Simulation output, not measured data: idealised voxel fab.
Process module in this document: voxel self aligned vias
Cross-sectional view cut (width: 220 nm; square cell size: 5 nm).
The cross-sections in this document take the form of a grid made of square cells. They are written out as bands, in order from top to bottom. Each band consists of one or more rows of cells.
Basically the band line says how high the top is and how high the bottom is, in nm, and then what's in it from left to right, every material with its width in nm. Empty space shows up as "blank", and if a single material carries "everywhere" it runs the full band edge to edge.
Height reference: 0 = level under which incoming wafer is all one material. Lowest band: no bottom, runs on downward, e.g. "from 0 down".
A width such as "30 to 40" changes by the same amount from each row of cells to the next, from the band's top row to its bottom row.
You'll sometimes find "nothing altered" written for a step, and that's the way of saying that nowhere in the cross-section did a cell change during that step.
Empty spaces counting at least 8 cells and having no open way to the top are listed in "Encapsulated voids". The notation width x height at distance is used for each, the distance being from the left edge and all three values in nm.
Post-settings text on a step line: simulator's own remark regarding the step.
overlay nm: right-of-plan distance of the mask on a masked step; negative values mean left-of-plan.

Steps in the process plan
1. RECEIVE, material Si
2. CONFORMAL_DEP, material SiO2, thk nm 15
3. CONFORMAL_DEP, material SiCN, thk nm 5
4. DIRECTIONAL_DEP, material lowk, thk nm 30
5. DIRECTIONAL_DEP, material aC, thk nm 15
6. PATTERN, tone open, mask id LINES, material resist, width nm 20, pitch nm 65, thk nm 35, overlay nm 0
7. DIRECTIONAL_ETCH, etch materials aC, depth nm 15
8. STRIP, etch materials resist
9. DIRECTIONAL_ETCH, etch materials lowk, depth nm 30
10. STRIP, etch materials aC
11. CONFORMAL_DEP, material TiN, thk nm 5
12. FILL_DEP, material W, thk nm 5
13. CMP, height nm 50
14. SELECTIVE_ETCH, etch materials W Ru TiN, depth nm 5
15. FILL_DEP, material SiN, thk nm 5
16. CMP, height nm 50
17. DIRECTIONAL_DEP, material lowk, thk nm 15
18. MASKED_ETCH, tone open, mask id VIAS, width nm 40, pitch nm 65, etch materials lowk, depth nm 15, overlay nm 0
19. MASKED_ETCH, tone open, mask id VIAS, width nm 40, pitch nm 65, etch materials SiN, depth nm 5, overlay nm 0
20. CONFORMAL_DEP, material TiN, thk nm 5
21. FILL_DEP, material Cu, thk nm 5
22. CMP, height nm 65
23. CONFORMAL_DEP, material SiN, thk nm 5

As-received wafer cross-section (after step 1)
    from 0 down = Si everywhere
    Encapsulated voids: none

Figure: cross-sectional view of the wafer upon completion of the module, processed from the initial state and according to the plan depicted above, with one error introduced during execution
    from 70 to 65 = SiN everywhere
    from 65 to 55 = lowk 55 nm | TiN 5 nm | Cu 30 nm | TiN 5 nm | lowk 25 nm | TiN 5 nm | Cu 30 nm | TiN 5 nm | lowk 60 nm
    from 55 to 50 = lowk 55 nm | TiN 15 nm | Cu 10 nm | TiN 15 nm | lowk 25 nm | TiN 15 nm | Cu 10 nm | TiN 15 nm | lowk 60 nm
    from 50 to 45 = lowk 65 nm | TiN 20 nm | lowk 45 nm | TiN 20 nm | lowk 70 nm
    from 45 to 25 = lowk 65 nm | TiN 5 nm | W 10 nm | TiN 5 nm | lowk 45 nm | TiN 5 nm | W 10 nm | TiN 5 nm | lowk 70 nm
    from 25 to 20 = lowk 65 nm | TiN 20 nm | lowk 45 nm | TiN 20 nm | lowk 70 nm
    from 20 to 5 = SiO2 everywhere
    from 5 to 0 = SiCN everywhere
    from 0 down = Si everywhere
    Encapsulated voids: none
Here's what went sideways: the processing plan was not followed for steps 2 and 3, which were run with their positions exchanged
